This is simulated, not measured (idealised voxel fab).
process module | voxel capacitor over wiring
Shown is cross-section cut, with a width of 150 nm and square cells of size 5 nm.
Cross-section format: a grid of square cells, given as bands from top to bottom; each band is one or more rows of cells. Look at the band entry: it leads with the top's height and the bottom's height in nm. Then it lists the materials left to right, with a width in nm for each. The word "full width" on a single material says that material fills the band edge to edge. The word "blank" is empty space. Height reference: 0 = level under which incoming wafer is all one material. Lowest band: no bottom, runs on downward, e.g. "from 0 down". Note: "30..40" means the width goes from the first number (top row of the band) to the second number (bottom row) in equal steps per row of cells. No cell of the cross-section changed in a step that is given as "left unchanged". Entry "Cavities, closed". Content: empty spaces with no open connection to the top, size 8 cells or greater. Each: width x height at distance. Distance: from left edge. Unit: nm. On a step's line, text after the settings is the simulator commenting on that step. For masked steps, "overlay nm" on the step line gives how far right of plan the mask actually lay; a minus sign means it lay to the left.

**Process steps - plan**
1. RECEIVE,material Si
2. CONFORMAL_DEP,material SiO2,thk nm 15
3. CONFORMAL_DEP,material SiCN,thk nm 5
4. DIRECTIONAL_DEP,material SiO2,thk nm 25
5. PATTERN,tone open,mask id METAL_1,material resist,width nm 20,pitch nm 90,thk nm 15,overlay nm 0
6. DIRECTIONAL_ETCH,etch materials SiO2,depth nm 25
7. DIRECTIONAL_ETCH,etch materials SiCN,depth nm 5
8. STRIP,etch materials resist
9. CONFORMAL_DEP,material TiN,thk nm 5
10. FILL_DEP,material W,thk nm 10
11. CMP,height nm 45
12. CONFORMAL_DEP,material SiCN,thk nm 5
13. DIRECTIONAL_DEP,material lowk,thk nm 10
14. MASKED_ETCH,tone open,mask id PLUG_1,width nm 15,etch materials lowk,depth nm 10,overlay nm 0
15. MASKED_ETCH,tone open,mask id PLUG_1,width nm 15,etch materials SiCN,depth nm 5,overlay nm 0
16. EPI,material Ru,thk nm 10
17. EPI,material Ru,thk nm 5
18. DIRECTIONAL_DEP,material TiN,thk nm 10
19. DIRECTIONAL_DEP,material HfO2,thk nm 5
20. DIRECTIONAL_DEP,material TiN,thk nm 10
21. MASKED_ETCH,tone cover,mask id UPPER_PLATE,width nm 75,etch materials TiN,depth nm 10,overlay nm 0
22. MASKED_ETCH,tone cover,mask id UPPER_PLATE,width nm 75,etch materials HfO2,depth nm 5,overlay nm 0
23. DIRECTIONAL_DEP,material aC,thk nm 15
24. PATTERN,tone cover,mask id LOWER_PLATE,material resist,width nm 85,thk nm 35,overlay nm 0
25. DIRECTIONAL_ETCH,etch materials aC,depth nm 15
26. STRIP,etch materials resist
27. DIRECTIONAL_ETCH,etch materials TiN,depth nm 10
28. STRIP,etch materials aC
29. FILL_DEP,material SiO2,thk nm 20
30. CMP,height nm 100
31. MASKED_ETCH,tone open,mask id PLUG_2,width nm 15,etch materials SiO2,depth nm 15,overlay nm 0
32. CONFORMAL_DEP,material TiN,thk nm 5
33. FILL_DEP,material Cu,thk nm 5
34. CMP,height nm 100
35. CONFORMAL_DEP,material SiCN,thk nm 5

**as received, after step 1**
> from 0 down | Si full width
> Cavities, closed: none

**The module was run from the start shown above using the plan shown above, but one mistake was made doing it; the resulting wafer cross-section is below**
> from 105 to 100 | SiCN full width
> from 100 to 90 | SiO2: 35  TiN: 5  Cu: 10  TiN: 5  SiO2: 95
> from 90 to 85 | SiO2: 35  TiN: 20  SiO2: 95
> from 85 to 75 | SiO2: 25  TiN: 75  SiO2: 50
> from 75 to 70 | SiO2: 25  HfO2: 75  SiO2: 50
> from 70 to 60 | SiO2: 20  TiN: 85  SiO2: 45
> from 60 to 50 | lowk: 25  Ru: 15  lowk: 110
> from 50 to 45 | SiCN: 25  Ru: 15  SiCN: 110
> from 45 to 20 | SiO2: 20  TiN: 5  W: 10  TiN: 5  SiO2: 70  TiN: 5  W: 10  TiN: 5  SiO2: 20
> from 20 to 15 | SiCN: 20  TiN: 20  SiCN: 70  TiN: 20  SiCN: 20
> from 15 to 0 | SiO2 full width
> from 0 down | Si full width
> Cavities, closed: none
Nonconformance to the process plan: step 31 changed vs plan, executed as MASKED_ETCH,tone open,mask id PLUG_2,width nm 20,etch materials SiO2,depth nm 15,overlay nm 0
